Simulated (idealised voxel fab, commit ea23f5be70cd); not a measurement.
process module | voxel wiring stack
cross-section cut | 190 nm wide | cells 5 nm
A cross-section is a grid of square cells, given in bands from the top down. A band is one or more rows of cells.
Each band's line starts with the height of the band's top and of its bottom, in nm. Then come its materials from left to right, each with its width in nm. One material with "throughout" fills the band from edge to edge. "air" is empty space.
Height 0 is the level under which the wafer as received is all one material. The lowest band goes on downwards, as in "0 down".
A width such as "30 to 40" changes by the same amount from each row of cells to the next, from the band's top row to its bottom row.
"no change" after a step means that no cell of the cross-section changed.
closed voids: empty space of 8 cells or more with no open way to the top, each as width x height at its distance from the left edge, in nm
after a step's settings: what the simulator itself notes on the step
overlay nm, on a step with a mask: how far to the right of its planned place the mask lay; to the left if negative
plan
1 op RECEIVE | material Si
2 op CONFORMAL_DEP | material SiO2 | thk nm 10
3 op DIRECTIONAL_DEP | material TiN | thk nm 5
4 op DIRECTIONAL_DEP | material Ru | thk nm 20
5 op MASKED_ETCH | tone cover | mask id METAL_1 | width nm 25 | pitch nm 40 | etch materials Ru | depth nm 20 | overlay nm 0
6 op MASKED_ETCH | tone cover | mask id METAL_1 | width nm 25 | pitch nm 40 | etch materials TiN | depth nm 5 | overlay nm 0
7 op FILL_DEP | material SiO2 | thk nm 10
8 op CMP | height nm 35
9 op CONFORMAL_DEP | material SiCN | thk nm 5
10 op DIRECTIONAL_DEP | material lowk | thk nm 30
11 op PATTERN | tone open | mask id METAL_2_HOLES | material resist | width nm 15 | thk nm 20 | overlay nm 0
12 op DIRECTIONAL_ETCH | etch materials lowk | depth nm 30
13 op STRIP | etch materials resist
14 op DIRECTIONAL_DEP | material aC | thk nm 10
15 op PATTERN | tone open | mask id METAL_2 | material resist | width nm 25 | pitch nm 40 | thk nm 30 | overlay nm 0
16 op DIRECTIONAL_ETCH | etch materials aC | depth nm 10
17 op STRIP | etch materials resist
18 op DIRECTIONAL_ETCH | etch materials lowk | depth nm 20
19 op DIRECTIONAL_ETCH | etch materials SiCN | depth nm 5
20 op STRIP | etch materials aC
21 op CONFORMAL_DEP | material TiN | thk nm 5
22 op FILL_DEP | material Cu | thk nm 10
23 op CMP | height nm 70
24 op CONFORMAL_DEP | material SiCN | thk nm 5
25 op DIRECTIONAL_DEP | material SiO2 | thk nm 35
26 op MASKED_ETCH | tone open | mask id METAL_3 | width nm 25 | pitch nm 40 | etch materials SiO2 | depth nm 20 | overlay nm 0
27 op DIRECTIONAL_DEP | material aC | thk nm 10
28 op PATTERN | tone open | mask id METAL_3_HOLES | material resist | width nm 15 | pitch nm 40 | thk nm 25 | overlay nm 0
29 op DIRECTIONAL_ETCH | etch materials aC | depth nm 10
30 op STRIP | etch materials resist
31 op DIRECTIONAL_ETCH | etch materials SiO2 | depth nm 15
32 op DIRECTIONAL_ETCH | etch materials SiCN | depth nm 5
33 op STRIP | etch materials aC
34 op CONFORMAL_DEP | material TiN | thk nm 5
35 op FILL_DEP | material Ru | thk nm 10
36 op CMP | height nm 110
37 op CONFORMAL_DEP | material SiCN | thk nm 5
38 op DIRECTIONAL_DEP | material SiO2 | thk nm 25
39 op PATTERN | tone open | mask id METAL_4 | material resist | width nm 25 | pitch nm 40 | thk nm 15 | overlay nm 0
40 op DIRECTIONAL_ETCH | etch materials SiO2 | depth nm 15
41 op STRIP | etch materials resist
42 op MASKED_ETCH | tone open | mask id METAL_4_HOLES | width nm 15 | etch materials SiO2 | depth nm 10 | overlay nm 0
43 op MASKED_ETCH | tone open | mask id METAL_4_HOLES | width nm 15 | etch materials SiCN | depth nm 5 | overlay nm 0
44 op CONFORMAL_DEP | material TiN | thk nm 5
45 op FILL_DEP | material Cu | thk nm 5
46 op CMP | height nm 140
47 op CONFORMAL_DEP | material SiCN | thk nm 5
first wafer, as planned
as received, after step 1
  0 down: Si throughout
  closed voids: none
after step 2
  10 to 0: SiO2 throughout
  below 0: unchanged
after step 3
  15 to 10: TiN throughout
  below 10: unchanged
after step 4
  35 to 15: Ru throughout
  below 15: unchanged
after step 5
  35 to 15: air 60 | Ru 25 | air 15 | Ru 25 | air 65
  below 15: unchanged
after step 6
  35 to 15: air 60 | Ru 25 | air 15 | Ru 25 | air 65
  15 to 10: air 60 | TiN 25 | air 15 | TiN 25 | air 65
  below 10: unchanged
after step 7
  45 to 35: SiO2 throughout
  35 to 15: SiO2 60 | Ru 25 | SiO2 15 | Ru 25 | SiO2 65
  15 to 10: SiO2 60 | TiN 25 | SiO2 15 | TiN 25 | SiO2 65
  below 10: unchanged
after step 8
  35 to 15: SiO2 60 | Ru 25 | SiO2 15 | Ru 25 | SiO2 65
  below 15: unchanged
after step 9
  40 to 35: SiCN throughout
  below 35: unchanged
after step 10
  70 to 40: lowk throughout
  below 40: unchanged
after step 11
  90 to 70: resist 60 | air 15 | resist 115
  below 70: unchanged
after step 12
  90 to 70: resist 60 | air 15 | resist 115
  70 to 40: lowk 60 | air 15 | lowk 115
  below 40: unchanged
after step 13
  70 to 40: lowk 60 | air 15 | lowk 115
  below 40: unchanged
after step 14
  80 to 70: aC 60 | air 15 | aC 115
  70 to 50: lowk 60 | air 15 | lowk 115
  50 to 40: lowk 60 | aC 15 | lowk 115
  below 40: unchanged
after step 15
  110 to 80: resist 60 | air 25 | resist 15 | air 25 | resist 65
  below 80: unchanged
after step 16
  100 to 80: resist 60 | air 25 | resist 15 | air 25 | resist 65
  80 to 70: aC 60 | air 25 | aC 15 | air 25 | aC 65
  70 to 40: lowk 60 | air 15 | lowk 115
  below 40: unchanged
after step 17
  80 to 70: aC 60 | air 25 | aC 15 | air 25 | aC 65
  below 70: unchanged
after step 18
  80 to 70: aC 60 | air 25 | aC 15 | air 25 | aC 65
  70 to 50: lowk 60 | air 25 | lowk 15 | air 25 | lowk 65
  below 50: unchanged
after step 19
  80 to 70: aC 60 | air 25 | aC 15 | air 25 | aC 65
  70 to 50: lowk 60 | air 25 | lowk 15 | air 25 | lowk 65
  50 to 40: lowk 60 | air 15 | lowk 115
  40 to 35: SiCN 60 | air 15 | SiCN 115
  below 35: unchanged
after step 20
  70 to 50: lowk 60 | air 25 | lowk 15 | air 25 | lowk 65
  below 50: unchanged
after step 21
  75 to 70: TiN 65 | air 15 | TiN 25 | air 15 | TiN 70
  70 to 55: lowk 60 | TiN 5 | air 15 | TiN 5 | lowk 15 | TiN 5 | air 15 | TiN 5 | lowk 65
  55 to 50: lowk 60 | TiN 5 | air 5 | TiN 15 | lowk 15 | TiN 25 | lowk 65
  50 to 40: lowk 60 | TiN 5 | air 5 | TiN 5 | lowk 115
  40 to 35: SiCN 60 | TiN 15 | SiCN 115
  below 35: unchanged
after step 22
  85 to 75: Cu throughout
  75 to 70: TiN 65 | Cu 15 | TiN 25 | Cu 15 | TiN 70
  70 to 55: lowk 60 | TiN 5 | Cu 15 | TiN 5 | lowk 15 | TiN 5 | Cu 15 | TiN 5 | lowk 65
  55 to 50: lowk 60 | TiN 5 | Cu 5 | TiN 15 | lowk 15 | TiN 25 | lowk 65
  50 to 40: lowk 60 | TiN 5 | Cu 5 | TiN 5 | lowk 115
  below 40: unchanged
after step 23
  70 to 55: lowk 60 | TiN 5 | Cu 15 | TiN 5 | lowk 15 | TiN 5 | Cu 15 | TiN 5 | lowk 65
  below 55: unchanged
after step 24
  75 to 70: SiCN throughout
  below 70: unchanged
after step 25
  110 to 75: SiO2 throughout
  below 75: unchanged
after step 26
  110 to 90: SiO2 60 | air 25 | SiO2 15 | air 25 | SiO2 65
  below 90: unchanged
after step 27
  120 to 110: aC 60 | air 25 | aC 15 | air 25 | aC 65
  110 to 100: SiO2 60 | air 25 | SiO2 15 | air 25 | SiO2 65
  100 to 90: SiO2 60 | aC 25 | SiO2 15 | aC 25 | SiO2 65
  below 90: unchanged
after step 28
  145 to 120: resist 60 | air 15 | resist 25 | air 15 | resist 75
  120 to 110: aC 60 | air 15 | resist 10 | aC 15 | air 15 | resist 10 | aC 65
  110 to 100: SiO2 60 | air 15 | resist 10 | SiO2 15 | air 15 | resist 10 | SiO2 65
  below 100: unchanged
after step 29
  135 to 120: resist 60 | air 15 | resist 25 | air 15 | resist 75
  120 to 110: aC 60 | air 15 | resist 10 | aC 15 | air 15 | resist 10 | aC 65
  110 to 100: SiO2 60 | air 15 | resist 10 | SiO2 15 | air 15 | resist 10 | SiO2 65
  100 to 90: SiO2 60 | air 15 | aC 10 | SiO2 15 | air 15 | aC 10 | SiO2 65
  below 90: unchanged
after step 30
  120 to 110: aC 60 | air 25 | aC 15 | air 25 | aC 65
  110 to 100: SiO2 60 | air 25 | SiO2 15 | air 25 | SiO2 65
  below 100: unchanged
after step 31
  120 to 110: aC 60 | air 25 | aC 15 | air 25 | aC 65
  110 to 100: SiO2 60 | air 25 | SiO2 15 | air 25 | SiO2 65
  100 to 90: SiO2 60 | air 15 | aC 10 | SiO2 15 | air 15 | aC 10 | SiO2 65
  90 to 75: SiO2 60 | air 15 | SiO2 25 | air 15 | SiO2 75
  below 75: unchanged
after step 32
  120 to 110: aC 60 | air 25 | aC 15 | air 25 | aC 65
  110 to 100: SiO2 60 | air 25 | SiO2 15 | air 25 | SiO2 65
  100 to 90: SiO2 60 | air 15 | aC 10 | SiO2 15 | air 15 | aC 10 | SiO2 65
  90 to 75: SiO2 60 | air 15 | SiO2 25 | air 15 | SiO2 75
  75 to 70: SiCN 60 | air 15 | SiCN 25 | air 15 | SiCN 75
  below 70: unchanged
after step 33
  110 to 90: SiO2 60 | air 25 | SiO2 15 | air 25 | SiO2 65
  below 90: unchanged
after step 34
  115 to 110: TiN 65 | air 15 | TiN 25 | air 15 | TiN 70
  110 to 95: SiO2 60 | TiN 5 | air 15 | TiN 5 | SiO2 15 | TiN 5 | air 15 | TiN 5 | SiO2 65
  95 to 90: SiO2 60 | TiN 5 | air 5 | TiN 15 | SiO2 15 | TiN 5 | air 5 | TiN 15 | SiO2 65
  90 to 75: SiO2 60 | TiN 5 | air 5 | TiN 5 | SiO2 25 | TiN 5 | air 5 | TiN 5 | SiO2 75
  75 to 70: SiCN 60 | TiN 15 | SiCN 25 | TiN 15 | SiCN 75
  below 70: unchanged
after step 35
  125 to 115: Ru throughout
  115 to 110: TiN 65 | Ru 15 | TiN 25 | Ru 15 | TiN 70
  110 to 95: SiO2 60 | TiN 5 | Ru 15 | TiN 5 | SiO2 15 | TiN 5 | Ru 15 | TiN 5 | SiO2 65
  95 to 90: SiO2 60 | TiN 5 | Ru 5 | TiN 15 | SiO2 15 | TiN 5 | Ru 5 | TiN 15 | SiO2 65
  90 to 75: SiO2 60 | TiN 5 | Ru 5 | TiN 5 | SiO2 25 | TiN 5 | Ru 5 | TiN 5 | SiO2 75
  below 75: unchanged
after step 36
  110 to 95: SiO2 60 | TiN 5 | Ru 15 | TiN 5 | SiO2 15 | TiN 5 | Ru 15 | TiN 5 | SiO2 65
  below 95: unchanged
after step 37
  115 to 110: SiCN throughout
  below 110: unchanged
after step 38
  140 to 115: SiO2 throughout
  below 115: unchanged
after step 39
  155 to 140: resist 60 | air 25 | resist 15 | air 25 | resist 65
  below 140: unchanged
after step 40
  155 to 140: resist 60 | air 25 | resist 15 | air 25 | resist 65
  140 to 125: SiO2 60 | air 25 | SiO2 15 | air 25 | SiO2 65
  below 125: unchanged
after step 41
  140 to 125: SiO2 60 | air 25 | SiO2 15 | air 25 | SiO2 65
  below 125: unchanged
after step 42
  140 to 125: SiO2 60 | air 25 | SiO2 15 | air 25 | SiO2 65
  125 to 115: SiO2 60 | air 15 | SiO2 115
  below 115: unchanged
after step 43
  140 to 125: SiO2 60 | air 25 | SiO2 15 | air 25 | SiO2 65
  125 to 115: SiO2 60 | air 15 | SiO2 115
  115 to 110: SiCN 60 | air 15 | SiCN 115
  below 110: unchanged
after step 44
  145 to 140: TiN 65 | air 15 | TiN 25 | air 15 | TiN 70
  140 to 130: SiO2 60 | TiN 5 | air 15 | TiN 5 | SiO2 15 | TiN 5 | air 15 | TiN 5 | SiO2 65
  130 to 125: SiO2 60 | TiN 5 | air 5 | TiN 15 | SiO2 15 | TiN 25 | SiO2 65
  125 to 115: SiO2 60 | TiN 5 | air 5 | TiN 5 | SiO2 115
  115 to 110: SiCN 60 | TiN 15 | SiCN 115
  below 110: unchanged
after step 45
  150 to 145: Cu throughout
  145 to 140: TiN 65 | Cu 15 | TiN 25 | Cu 15 | TiN 70
  140 to 130: SiO2 60 | TiN 5 | Cu 15 | TiN 5 | SiO2 15 | TiN 5 | Cu 15 | TiN 5 | SiO2 65
  130 to 125: SiO2 60 | TiN 5 | Cu 5 | TiN 15 | SiO2 15 | TiN 25 | SiO2 65
  125 to 115: SiO2 60 | TiN 5 | Cu 5 | TiN 5 | SiO2 115
  below 115: unchanged
after step 46
  140 to 130: SiO2 60 | TiN 5 | Cu 15 | TiN 5 | SiO2 15 | TiN 5 | Cu 15 | TiN 5 | SiO2 65
  below 130: unchanged
after step 47
  145 to 140: SiCN throughout
  below 140: unchanged
second wafer: like start, like plan, one mistake. Through step 9 it matches the first wafer
when step 10 should have ended
  100 to 40: lowk throughout
  below 40: unchanged
when step 11 should have ended
  120 to 100: resist 60 | air 15 | resist 115
  below 100: unchanged
when step 12 should have ended
  120 to 100: resist 60 | air 15 | resist 115
  100 to 70: lowk 60 | air 15 | lowk 115
  below 70: unchanged
when step 13 should have ended
  100 to 70: lowk 60 | air 15 | lowk 115
  below 70: unchanged
when step 14 should have ended
  110 to 100: aC 60 | air 15 | aC 115
  100 to 80: lowk 60 | air 15 | lowk 115
  80 to 70: lowk 60 | aC 15 | lowk 115
  below 70: unchanged
when step 15 should have ended
  140 to 110: resist 60 | air 25 | resist 15 | air 25 | resist 65
  below 110: unchanged
when step 16 should have ended
  130 to 110: resist 60 | air 25 | resist 15 | air 25 | resist 65
  110 to 100: aC 60 | air 25 | aC 15 | air 25 | aC 65
  100 to 70: lowk 60 | air 15 | lowk 115
  below 70: unchanged
when step 17 should have ended
  110 to 100: aC 60 | air 25 | aC 15 | air 25 | aC 65
  below 100: unchanged
when step 18 should have ended
  110 to 100: aC 60 | air 25 | aC 15 | air 25 | aC 65
  100 to 80: lowk 60 | air 25 | lowk 15 | air 25 | lowk 65
  80 to 50: lowk 60 | air 15 | lowk 115
  below 50: unchanged
when step 19 should have ended: no change
when step 20 should have ended
  100 to 80: lowk 60 | air 25 | lowk 15 | air 25 | lowk 65
  below 80: unchanged
when step 21 should have ended
  105 to 100: TiN 65 | air 15 | TiN 25 | air 15 | TiN 70
  100 to 85: lowk 60 | TiN 5 | air 15 | TiN 5 | lowk 15 | TiN 5 | air 15 | TiN 5 | lowk 65
  85 to 80: lowk 60 | TiN 5 | air 5 | TiN 15 | lowk 15 | TiN 25 | lowk 65
  80 to 55: lowk 60 | TiN 5 | air 5 | TiN 5 | lowk 115
  55 to 50: lowk 60 | TiN 15 | lowk 115
  below 50: unchanged
when step 22 should have ended
  115 to 105: Cu throughout
  105 to 100: TiN 65 | Cu 15 | TiN 25 | Cu 15 | TiN 70
  100 to 85: lowk 60 | TiN 5 | Cu 15 | TiN 5 | lowk 15 | TiN 5 | Cu 15 | TiN 5 | lowk 65
  85 to 80: lowk 60 | TiN 5 | Cu 5 | TiN 15 | lowk 15 | TiN 25 | lowk 65
  80 to 55: lowk 60 | TiN 5 | Cu 5 | TiN 5 | lowk 115
  below 55: unchanged
when step 23 should have ended
  70 to 55: lowk 60 | TiN 5 | Cu 5 | TiN 5 | lowk 115
  below 55: unchanged
when step 24 should have ended
  75 to 70: SiCN throughout
  below 70: unchanged
when step 25 should have ended
  110 to 75: SiO2 throughout
  below 75: unchanged
when step 26 should have ended
  110 to 90: SiO2 60 | air 25 | SiO2 15 | air 25 | SiO2 65
  below 90: unchanged
when step 27 should have ended
  120 to 110: aC 60 | air 25 | aC 15 | air 25 | aC 65
  110 to 100: SiO2 60 | air 25 | SiO2 15 | air 25 | SiO2 65
  100 to 90: SiO2 60 | aC 25 | SiO2 15 | aC 25 | SiO2 65
  below 90: unchanged
when step 28 should have ended
  145 to 120: resist 60 | air 15 | resist 25 | air 15 | resist 75
  120 to 110: aC 60 | air 15 | resist 10 | aC 15 | air 15 | resist 10 | aC 65
  110 to 100: SiO2 60 | air 15 | resist 10 | SiO2 15 | air 15 | resist 10 | SiO2 65
  below 100: unchanged
when step 29 should have ended
  135 to 120: resist 60 | air 15 | resist 25 | air 15 | resist 75
  120 to 110: aC 60 | air 15 | resist 10 | aC 15 | air 15 | resist 10 | aC 65
  110 to 100: SiO2 60 | air 15 | resist 10 | SiO2 15 | air 15 | resist 10 | SiO2 65
  100 to 90: SiO2 60 | air 15 | aC 10 | SiO2 15 | air 15 | aC 10 | SiO2 65
  below 90: unchanged
when step 30 should have ended
  120 to 110: aC 60 | air 25 | aC 15 | air 25 | aC 65
  110 to 100: SiO2 60 | air 25 | SiO2 15 | air 25 | SiO2 65
  below 100: unchanged
when step 31 should have ended
  120 to 110: aC 60 | air 25 | aC 15 | air 25 | aC 65
  110 to 100: SiO2 60 | air 25 | SiO2 15 | air 25 | SiO2 65
  100 to 90: SiO2 60 | air 15 | aC 10 | SiO2 15 | air 15 | aC 10 | SiO2 65
  90 to 75: SiO2 60 | air 15 | SiO2 25 | air 15 | SiO2 75
  below 75: unchanged
when step 32 should have ended
  120 to 110: aC 60 | air 25 | aC 15 | air 25 | aC 65
  110 to 100: SiO2 60 | air 25 | SiO2 15 | air 25 | SiO2 65
  100 to 90: SiO2 60 | air 15 | aC 10 | SiO2 15 | air 15 | aC 10 | SiO2 65
  90 to 75: SiO2 60 | air 15 | SiO2 25 | air 15 | SiO2 75
  75 to 70: SiCN 60 | air 15 | SiCN 25 | air 15 | SiCN 75
  below 70: unchanged
when step 33 should have ended
  110 to 90: SiO2 60 | air 25 | SiO2 15 | air 25 | SiO2 65
  below 90: unchanged
when step 34 should have ended
  115 to 110: TiN 65 | air 15 | TiN 25 | air 15 | TiN 70
  110 to 95: SiO2 60 | TiN 5 | air 15 | TiN 5 | SiO2 15 | TiN 5 | air 15 | TiN 5 | SiO2 65
  95 to 90: SiO2 60 | TiN 5 | air 5 | TiN 15 | SiO2 15 | TiN 5 | air 5 | TiN 15 | SiO2 65
  90 to 75: SiO2 60 | TiN 5 | air 5 | TiN 5 | SiO2 25 | TiN 5 | air 5 | TiN 5 | SiO2 75
  75 to 70: SiCN 60 | TiN 15 | SiCN 25 | TiN 15 | SiCN 75
  below 70: unchanged
when step 35 should have ended
  125 to 115: Ru throughout
  115 to 110: TiN 65 | Ru 15 | TiN 25 | Ru 15 | TiN 70
  110 to 95: SiO2 60 | TiN 5 | Ru 15 | TiN 5 | SiO2 15 | TiN 5 | Ru 15 | TiN 5 | SiO2 65
  95 to 90: SiO2 60 | TiN 5 | Ru 5 | TiN 15 | SiO2 15 | TiN 5 | Ru 5 | TiN 15 | SiO2 65
  90 to 75: SiO2 60 | TiN 5 | Ru 5 | TiN 5 | SiO2 25 | TiN 5 | Ru 5 | TiN 5 | SiO2 75
  below 75: unchanged
when step 36 should have ended
  110 to 95: SiO2 60 | TiN 5 | Ru 15 | TiN 5 | SiO2 15 | TiN 5 | Ru 15 | TiN 5 | SiO2 65
  below 95: unchanged
when step 37 should have ended
  115 to 110: SiCN throughout
  below 110: unchanged
when step 38 should have ended
  140 to 115: SiO2 throughout
  below 115: unchanged
when step 39 should have ended
  155 to 140: resist 60 | air 25 | resist 15 | air 25 | resist 65
  below 140: unchanged
when step 40 should have ended
  155 to 140: resist 60 | air 25 | resist 15 | air 25 | resist 65
  140 to 125: SiO2 60 | air 25 | SiO2 15 | air 25 | SiO2 65
  below 125: unchanged
when step 41 should have ended
  140 to 125: SiO2 60 | air 25 | SiO2 15 | air 25 | SiO2 65
  below 125: unchanged
when step 42 should have ended
  140 to 125: SiO2 60 | air 25 | SiO2 15 | air 25 | SiO2 65
  125 to 115: SiO2 60 | air 15 | SiO2 115
  below 115: unchanged
when step 43 should have ended
  140 to 125: SiO2 60 | air 25 | SiO2 15 | air 25 | SiO2 65
  125 to 115: SiO2 60 | air 15 | SiO2 115
  115 to 110: SiCN 60 | air 15 | SiCN 115
  below 110: unchanged
when step 44 should have ended
  145 to 140: TiN 65 | air 15 | TiN 25 | air 15 | TiN 70
  140 to 130: SiO2 60 | TiN 5 | air 15 | TiN 5 | SiO2 15 | TiN 5 | air 15 | TiN 5 | SiO2 65
  130 to 125: SiO2 60 | TiN 5 | air 5 | TiN 15 | SiO2 15 | TiN 25 | SiO2 65
  125 to 115: SiO2 60 | TiN 5 | air 5 | TiN 5 | SiO2 115
  115 to 110: SiCN 60 | TiN 15 | SiCN 115
  below 110: unchanged
when step 45 should have ended
  150 to 145: Cu throughout
  145 to 140: TiN 65 | Cu 15 | TiN 25 | Cu 15 | TiN 70
  140 to 130: SiO2 60 | TiN 5 | Cu 15 | TiN 5 | SiO2 15 | TiN 5 | Cu 15 | TiN 5 | SiO2 65
  130 to 125: SiO2 60 | TiN 5 | Cu 5 | TiN 15 | SiO2 15 | TiN 25 | SiO2 65
  125 to 115: SiO2 60 | TiN 5 | Cu 5 | TiN 5 | SiO2 115
  below 115: unchanged
when step 46 should have ended
  140 to 130: SiO2 60 | TiN 5 | Cu 15 | TiN 5 | SiO2 15 | TiN 5 | Cu 15 | TiN 5 | SiO2 65
  below 130: unchanged
when step 47 should have ended
  145 to 140: SiCN throughout
  below 140: unchanged
what went wrong: step 10 was run twice
at the end the second wafer has, in cells: 18 fewer of Cu | 3 more of SiCN | 19 fewer of TiN | 34 more of lowk
